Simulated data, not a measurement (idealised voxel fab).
process module | voxel ribs on slabs
cross-section cut | 150 nm wide | cells 5 nm
A cross-section is a grid of square cells, given in bands from the top down. A band is one or more rows of cells.
Each band's line starts with the height of the band's top and of its bottom, in nm. Then come its materials from left to right, each with its width in nm. One material with "throughout" fills the band from edge to edge. "air" is empty space.
Height 0 is the level under which the wafer as received is all one material. The lowest band goes on downwards, as in "0 down".
A width such as "30 to 40" changes by the same amount from each row of cells to the next, from the band's top row to its bottom row.
"no change" after a step means that no cell of the cross-section changed.
closed voids: empty space of 8 cells or more with no open way to the top, each as width x height at its distance from the left edge, in nm
after a step's settings: what the simulator itself notes on the step
overlay nm, on a step with a mask: how far to the right of its planned place the mask lay; to the left if negative
plan
1 op RECEIVE | material Si
2 op DIRECTIONAL_DEP | material SiO2 | thk nm 30
3 op DIRECTIONAL_DEP | material SiN | thk nm 15
4 op MASKED_ETCH | tone cover | mask id RIB | width nm 30 | etch materials SiN | depth nm 5 | overlay nm 0
5 op PATTERN | tone cover | mask id SLAB | material resist | width nm 60 | thk nm 20 | overlay nm 0
6 op DIRECTIONAL_ETCH | etch materials SiN | depth nm 10
7 op STRIP | etch materials resist
8 op FILL_DEP | material SiO2 | thk nm 20
9 op CMP | height nm 55
10 op DIRECTIONAL_DEP | material TiN | thk nm 10
11 op MASKED_ETCH | tone cover | mask id HEATER | width nm 40 | etch materials TiN | depth nm 10 | overlay nm 0
12 op CONFORMAL_DEP | material SiO2 | thk nm 5
as received, after step 1
  0 down: Si throughout
  closed voids: none
a wafer at the end: this start, this plan, one mistake
  70 to 65: air 50 | SiO2 50 | air 50
  65 to 60: air 50 | SiO2 5 | TiN 40 | SiO2 5 | air 50
  60 to 55: SiO2 55 | TiN 40 | SiO2 55
  55 to 45: SiO2 throughout
  45 to 40: SiO2 50 | SiN 30 | SiO2 70
  40 to 30: SiO2 45 | SiN 60 | SiO2 45
  30 to 0: SiO2 throughout
  0 down: Si throughout
  closed voids: none
what went wrong: step 4 ran as: op MASKED_ETCH | tone cover | mask id RIB | width nm 30 | etch materials SiN | depth nm 5 | overlay nm -10
